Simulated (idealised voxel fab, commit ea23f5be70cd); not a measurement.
The process module presented herein is designated voxel transistor to metal.
Square cells of 5 nm make up the cross-section cut, whose width is 200 nm.
When this document writes out a cross-section, it uses a grid of square cells and lists it as bands, beginning at the top and moving down, with a band standing for one or more rows of cells.
The entry gives the band's vertical extent as a top height and a bottom height in nm, then its horizontal make-up as materials from left to right, each with a width in nm. "air" stands for empty space; a single material marked "all across" fills the band edge to edge.
Heights are reckoned from 0. Under this level, the received wafer is all of one material. The bottommost band is open-ended downward, for example "from 0 down".
The notation "30->40" denotes a width that varies across the rows of cells in the band, beginning at the first number in the top row, finishing at the second number in the bottom row, and changing by an identical amount from each row to the next.
Step marked "no modifications"? Then no cell in the cross-section changed in it.
Basically, "Completely sealed voids" tells you about the enclosed voids: empty spaces with no open way to the top, 8 cells or bigger, each written width x height at distance, where distance is from the left edge, all in nm.
Past the settings on a step's line: simulator remark, on that step.
overlay nm: step with mask; distance mask lay right of planned place; negative value = left of planned place.

[Process steps - plan]
1) RECEIVE with material Si
2) CONFORMAL_DEP with material SiO2, thk nm 5
3) CONFORMAL_DEP with material SiN, thk nm 10
4) MASKED_ETCH with tone cover, mask id ACTIVE, width nm 135, etch materials SiN, depth nm 10, overlay nm 0
5) MASKED_ETCH with tone cover, mask id ACTIVE, width nm 135, etch materials SiO2, depth nm 5, overlay nm 0
6) MASKED_ETCH with tone cover, mask id ACTIVE, width nm 135, etch materials Si, depth nm 35, overlay nm 0
7) OXIDIZE with depth nm 5
8) FILL_DEP with material SiO2, thk nm 10
9) CMP with height nm 15
10) SELECTIVE_ETCH with etch materials SiO2, depth nm 5
11) STRIP with etch materials SiN
12) SELECTIVE_ETCH with etch materials SiO2, depth nm 5
13) OXIDIZE with depth nm 5
14) DIRECTIONAL_DEP with material polySi, thk nm 30
15) DIRECTIONAL_DEP with material SiCN, thk nm 15
16) DIRECTIONAL_DEP with material aC, thk nm 15
17) PATTERN with tone cover, mask id GATE, material resist, width nm 35, thk nm 35, overlay nm 0
18) DIRECTIONAL_ETCH with etch materials aC, depth nm 15
19) STRIP with etch materials resist
20) DIRECTIONAL_ETCH with etch materials SiCN, depth nm 25
21) DIRECTIONAL_ETCH with etch materials polySi, depth nm 40
22) STRIP with etch materials aC
23) CONFORMAL_DEP with material SiO2, thk nm 5
24) DIRECTIONAL_ETCH with etch materials SiO2, depth nm 5
25) CONFORMAL_DEP with material SiN, thk nm 10
26) DIRECTIONAL_ETCH with etch materials SiN, depth nm 10
27) DIRECTIONAL_ETCH with etch materials SiO2, depth nm 5
28) DIRECTIONAL_ETCH with etch materials Si, depth nm 5
29) EPI with material pSi, thk nm 5
30) FILL_DEP with material SiO2, thk nm 5
31) CMP with height nm 30
32) STRIP with etch materials polySi
33) SELECTIVE_ETCH with etch materials SiO2, depth nm 5
34) CONFORMAL_DEP with material HfO2, thk nm 5
35) CONFORMAL_DEP with material TiN, thk nm 5
36) FILL_DEP with material W, thk nm 5
37) CMP with height nm 25
38) DIRECTIONAL_DEP with material SiO2, thk nm 10
39) PATTERN with tone open, mask id CONTACT, material resist, width nm 20, pitch nm 95, thk nm 15, overlay nm 0
40) DIRECTIONAL_ETCH with etch materials SiO2, depth nm 40
41) STRIP with etch materials resist
42) CONFORMAL_DEP with material TiN, thk nm 5
43) FILL_DEP with material W, thk nm 10
44) CMP with height nm 35
45) DIRECTIONAL_DEP with material TiN, thk nm 5
46) DIRECTIONAL_DEP with material Ru, thk nm 15
47) MASKED_ETCH with tone cover, mask id METAL_1, width nm 20, pitch nm 95, etch materials Ru, depth nm 15, overlay nm 0
48) MASKED_ETCH with tone cover, mask id METAL_1, width nm 20, pitch nm 95, etch materials TiN, depth nm 5, overlay nm 0
49) CONFORMAL_DEP with material SiN, thk nm 5
50) FILL_DEP with material lowk, thk nm 5
51) CMP with height nm 55
52) CONFORMAL_DEP with material SiCN, thk nm 5
The wafers in this document start out alike and differ in the thk nm applied at step 52; the plan shows the value used for the first wafer.

[After step 1, as received: first of several wafers, cross-section]
> from 0 down  Si all across
> Completely sealed voids: none

[Last step of the module is step 52; after it, the first of several wafers in cross-section]
> from 60 to 55  SiCN all across
> from 55 to 40  lowk (35) | SiN (5) | Ru (20) | SiN (5) | lowk (65) | SiN (5) | Ru (20) | SiN (5) | lowk (40)
> from 40 to 35  SiN (40) | TiN (20) | SiN (75) | TiN (20) | SiN (45)
> from 35 to 25  SiO2 (40) | TiN (5) | W (10) | TiN (5) | SiO2 (75) | TiN (5) | W (10) | TiN (5) | SiO2 (45)
> from 25 to 5  SiO2 (40) | TiN (5) | W (10) | TiN (5) | SiO2 (5) | SiN (10) | HfO2 (5) | TiN (5) | W (25) | TiN (5) | HfO2 (5) | SiN (10) | SiO2 (5) | TiN (5) | W (10) | TiN (5) | SiO2 (45)
> from 5 to 0  SiO2 (30) | SiN (10) | TiN (10) | W (5) | TiN (5) | SiO2 (5) | SiN (10) | HfO2 (5) | TiN (35) | HfO2 (5) | SiN (10) | SiO2 (5) | TiN (5) | W (5) | TiN (10) | SiN (10) | SiO2 (35)
> from 0 to -5  SiO2 (40) | pSi (5) | TiN (15) | pSi (5) | SiO2 (10) | HfO2 (45) | SiO2 (10) | pSi (5) | TiN (15) | pSi (5) | SiO2 (45)
> from -5 to -10  SiO2 (35) | Si (5) | pSi (25) | Si (65) | pSi (25) | Si (5) | SiO2 (40)
> from -10 to -40  SiO2 (35) | Si (125) | SiO2 (40)
> from -40 down  Si all across
> Completely sealed voids: none

[The last wafer as seen in cross-section at the end of the module]
> from 75 to 55  SiCN all across
> from 55 to 40  lowk (35) | SiN (5) | Ru (20) | SiN (5) | lowk (65) | SiN (5) | Ru (20) | SiN (5) | lowk (40)
> from 40 to 35  SiN (40) | TiN (20) | SiN (75) | TiN (20) | SiN (45)
> from 35 to 25  SiO2 (40) | TiN (5) | W (10) | TiN (5) | SiO2 (75) | TiN (5) | W (10) | TiN (5) | SiO2 (45)
> from 25 to 5  SiO2 (40) | TiN (5) | W (10) | TiN (5) | SiO2 (5) | SiN (10) | HfO2 (5) | TiN (5) | W (25) | TiN (5) | HfO2 (5) | SiN (10) | SiO2 (5) | TiN (5) | W (10) | TiN (5) | SiO2 (45)
> from 5 to 0  SiO2 (30) | SiN (10) | TiN (10) | W (5) | TiN (5) | SiO2 (5) | SiN (10) | HfO2 (5) | TiN (35) | HfO2 (5) | SiN (10) | SiO2 (5) | TiN (5) | W (5) | TiN (10) | SiN (10) | SiO2 (35)
> from 0 to -5  SiO2 (40) | pSi (5) | TiN (15) | pSi (5) | SiO2 (10) | HfO2 (45) | SiO2 (10) | pSi (5) | TiN (15) | pSi (5) | SiO2 (45)
> from -5 to -10  SiO2 (35) | Si (5) | pSi (25) | Si (65) | pSi (25) | Si (5) | SiO2 (40)
> from -10 to -40  SiO2 (35) | Si (125) | SiO2 (40)
> from -40 down  Si all across
> Completely sealed voids: none

[Tabulated below, wafer by wafer, are the end-of-module results: for each material, the number of cells gained (+) or lost (-) relative to the as-received state, followed by the closed voids]
thk nm 5 | +19 HfO2 | +24 Ru | -155 Si | +40 SiCN | +68 SiN | +281 SiO2 | +59 TiN | +46 W | +84 lowk | +14 pSi | Completely sealed voids: none
thk nm 10 | +19 HfO2 | +24 Ru | -155 Si | +80 SiCN | +68 SiN | +281 SiO2 | +59 TiN | +46 W | +84 lowk | +14 pSi | Completely sealed voids: none
thk nm 15 | +19 HfO2 | +24 Ru | -155 Si | +120 SiCN | +68 SiN | +281 SiO2 | +59 TiN | +46 W | +84 lowk | +14 pSi | Completely sealed voids: none
thk nm 20 | +19 HfO2 | +24 Ru | -155 Si | +160 SiCN | +68 SiN | +281 SiO2 | +59 TiN | +46 W | +84 lowk | +14 pSi | Completely sealed voids: none
